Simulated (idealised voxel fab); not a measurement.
Name of the process module below: voxel transistor to metal
This is section cut - it's 165 nm across, gridded in 5 nm square cells.
Throughout this document, each cross-section is represented as a grid of square cells and is presented as a sequence of bands enumerated from the top downward, where a band comprises one or more rows of cells. Top, bottom (nm), then materials left to right with widths (nm); lone material tagged "edge to edge" fills the whole band edge to edge; "blank" = empty space. Below 0: as-received wafer, all one material; heights counted from there. Lowest band: no bottom, goes on down, written "0 nm and below". The expression "30 to 40" gives the width at the extremes of the band, the first number at its top row of cells and the second at its bottom row, with the width changing by equal amounts from each row to the next in between. Basically "everything unchanged" means that step didn't change any cell in the cross-section. "Fully sealed cavities" means: voids of 8 cells or more that are shut off from the top with no open way through. Written width x height at distance, distance from the left edge, in nm. Text after the settings on a step's line: the simulator's own remark on that step. On any step carrying a mask, the "overlay nm" setting, if present on the step's line, tells how far right of its planned place the mask lay; negative values point to the left.
Listed below are the process steps as planned
- 1: RECEIVE,material Si
- 2: CONFORMAL_DEP,material SiO2,thk nm 5
- 3: CONFORMAL_DEP,material SiN,thk nm 10
- 4: DIRECTIONAL_DEP,material aC,thk nm 15
- 5: PATTERN,tone cover,mask id ACTIVE,material resist,width nm 105,thk nm 30,overlay nm 0
- 6: DIRECTIONAL_ETCH,etch materials aC,depth nm 15
- 7: STRIP,etch materials resist
- 8: DIRECTIONAL_ETCH,etch materials SiN,depth nm 10
- 9: DIRECTIONAL_ETCH,etch materials SiO2,depth nm 5
- 10: DIRECTIONAL_ETCH,etch materials Si,depth nm 35
- 11: STRIP,etch materials aC
- 12: FILL_DEP,material SiO2,thk nm 10
- 13: CMP,height nm 15
- 14: SELECTIVE_ETCH,etch materials SiO2,depth nm 5
- 15: STRIP,etch materials SiN
- 16: SELECTIVE_ETCH,etch materials SiO2,depth nm 5
- 17: OXIDIZE,depth nm 5
- 18: DIRECTIONAL_DEP,material polySi,thk nm 30
- 19: DIRECTIONAL_DEP,material SiCN,thk nm 10
- 20: PATTERN,tone cover,mask id GATE,material resist,width nm 25,thk nm 20,overlay nm 0
- 21: DIRECTIONAL_ETCH,etch materials SiCN,depth nm 20
- 22: DIRECTIONAL_ETCH,etch materials polySi,depth nm 40
- 23: STRIP,etch materials resist
- 24: CONFORMAL_DEP,material SiN,thk nm 10
- 25: DIRECTIONAL_ETCH,etch materials SiN,depth nm 10
- 26: DIRECTIONAL_ETCH,etch materials SiO2,depth nm 5
- 27: DIRECTIONAL_ETCH,etch materials Si,depth nm 5
- 28: EPI,material pSi,thk nm 5
- 29: FILL_DEP,material SiO2,thk nm 10
- 30: CMP,height nm 40
- 31: DIRECTIONAL_DEP,material SiO2,thk nm 15
- 32: PATTERN,tone open,mask id CONTACT,material resist,width nm 30,pitch nm 65,thk nm 20,overlay nm 0
- 33: DIRECTIONAL_ETCH,etch materials SiO2,depth nm 60
- 34: STRIP,etch materials resist
- 35: CONFORMAL_DEP,material TiN,thk nm 5
- 36: FILL_DEP,material Ru,thk nm 5
- 37: CMP,height nm 55
- 38: DIRECTIONAL_DEP,material TiN,thk nm 5
- 39: DIRECTIONAL_DEP,material Ru,thk nm 20
- 40: PATTERN,tone cover,mask id METAL_1,material resist,width nm 15,pitch nm 80,thk nm 20,overlay nm 0
- 41: DIRECTIONAL_ETCH,etch materials Ru,depth nm 20
- 42: DIRECTIONAL_ETCH,etch materials TiN,depth nm 5
- 43: STRIP,etch materials resist
- 44: CONFORMAL_DEP,material SiN,thk nm 5
- 45: FILL_DEP,material lowk,thk nm 10
- 46: CMP,height nm 80
- 47: CONFORMAL_DEP,material SiN,thk nm 5
Cross-section: wafer on arrival = after step 1
* 0 nm and below = Si edge to edge
* Fully sealed cavities: none
Cross-section, end of module. Start: as above. Plan: as above. Execution: one mistake
* 85 nm to 80 nm = SiN edge to edge
* 80 nm to 75 nm = 35 nm SiN | 15 nm TiN | 65 nm SiN | 15 nm TiN | 35 nm SiN
* 75 nm to 55 nm = Ru edge to edge
* 55 nm to 45 nm = 35 nm SiO2 | 5 nm TiN | 20 nm Ru | 5 nm TiN | 35 nm SiO2 | 5 nm TiN | 20 nm Ru | 5 nm TiN | 35 nm SiO2
* 45 nm to 40 nm = 35 nm SiO2 | 5 nm TiN | 15 nm Ru | 10 nm TiN | 35 nm SiO2 | 10 nm TiN | 15 nm Ru | 5 nm TiN | 35 nm SiO2
* 40 nm to 30 nm = 35 nm SiO2 | 5 nm TiN | 15 nm Ru | 5 nm TiN | 10 nm SiN | 25 nm SiCN | 10 nm SiN | 5 nm TiN | 15 nm Ru | 5 nm TiN | 35 nm SiO2
* 30 nm to 5 nm = 35 nm SiO2 | 5 nm TiN | 15 nm Ru | 5 nm TiN | 10 nm SiN | 25 nm polySi | 10 nm SiN | 5 nm TiN | 15 nm Ru | 5 nm TiN | 35 nm SiO2
* 5 nm to 0 nm = 25 nm SiO2 | 10 nm SiN | 10 nm TiN | 5 nm Ru | 10 nm TiN | 10 nm SiN | 25 nm polySi | 10 nm SiN | 10 nm TiN | 5 nm Ru | 10 nm TiN | 10 nm SiN | 25 nm SiO2
* 0 nm to -5 nm = 35 nm SiO2 | 5 nm pSi | 15 nm TiN | 5 nm pSi | 45 nm SiO2 | 5 nm pSi | 15 nm TiN | 5 nm pSi | 35 nm SiO2
* -5 nm to -10 nm = 30 nm SiO2 | 5 nm Si | 25 nm pSi | 45 nm Si | 25 nm pSi | 5 nm Si | 30 nm SiO2
* -10 nm to -35 nm = 30 nm SiO2 | 105 nm Si | 30 nm SiO2
* -35 nm and below = Si edge to edge
* Fully sealed cavities: none
It is concluded that the wafer was processed incorrectly with respect to the plan, in that steps 38 and 39 got flipped, so each one ran where the other should have
